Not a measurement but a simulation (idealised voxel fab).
process module | voxel released beams
cross-section cut | 180 nm wide | cells 5 nm
A cross-section is a grid of square cells, given in bands from the top down. A band is one or more rows of cells.
Each band's line starts with the height of the band's top and of its bottom, in nm. Then come its materials from left to right, each with its width in nm. One material with "throughout" fills the band from edge to edge. "air" is empty space.
Height 0 is the level under which the wafer as received is all one material. The lowest band goes on downwards, as in "0 down".
A width such as "30 to 40" changes by the same amount from each row of cells to the next, from the band's top row to its bottom row.
"no change" after a step means that no cell of the cross-section changed.
closed voids: empty space of 8 cells or more with no open way to the top, each as width x height at its distance from the left edge, in nm
after a step's settings: what the simulator itself notes on the step
overlay nm, on a step with a mask: how far to the right of its planned place the mask lay; to the left if negative
plan
1 op RECEIVE | material Si
2 op CONFORMAL_DEP | material SiN | thk nm 10
3 op DIRECTIONAL_DEP | material SiO2 | thk nm 15
4 op PATTERN | tone open | mask id ANCHOR | material resist | width nm 35 | thk nm 20 | overlay nm 0
5 op DIRECTIONAL_ETCH | etch materials SiO2 | depth nm 15
6 op STRIP | etch materials resist
7 op CONFORMAL_DEP | material polySi | thk nm 10
8 op PATTERN | tone cover | mask id BEAM | material resist | width nm 110 | thk nm 15 | overlay nm 0
9 op DIRECTIONAL_ETCH | etch materials polySi | depth nm 10
10 op STRIP | etch materials resist
11 op STRIP | etch materials SiO2
as received, after step 1
  0 down: Si throughout
  closed voids: none
first wafer at the end, as planned
  35 to 25: air 30 | polySi 15 | air 15 | polySi 80 | air 40
  25 to 20: air 35 | polySi 10 | air 15 | polySi 10 | air 110
  20 to 10: air 35 | polySi 35 | air 110
  10 to 0: SiN throughout
  0 down: Si throughout
  closed voids: none
second wafer at the end: like start, like plan, one mistake
  35 to 25: air 30 | polySi 110 | air 40
  25 to 15: SiN throughout
  15 to 0: SiO2 throughout
  0 down: Si throughout
  closed voids: none
what went wrong: steps 2 and 3 were swapped
at the end the second wafer has, in cells: 108 more of SiO2 | 12 fewer of polySi
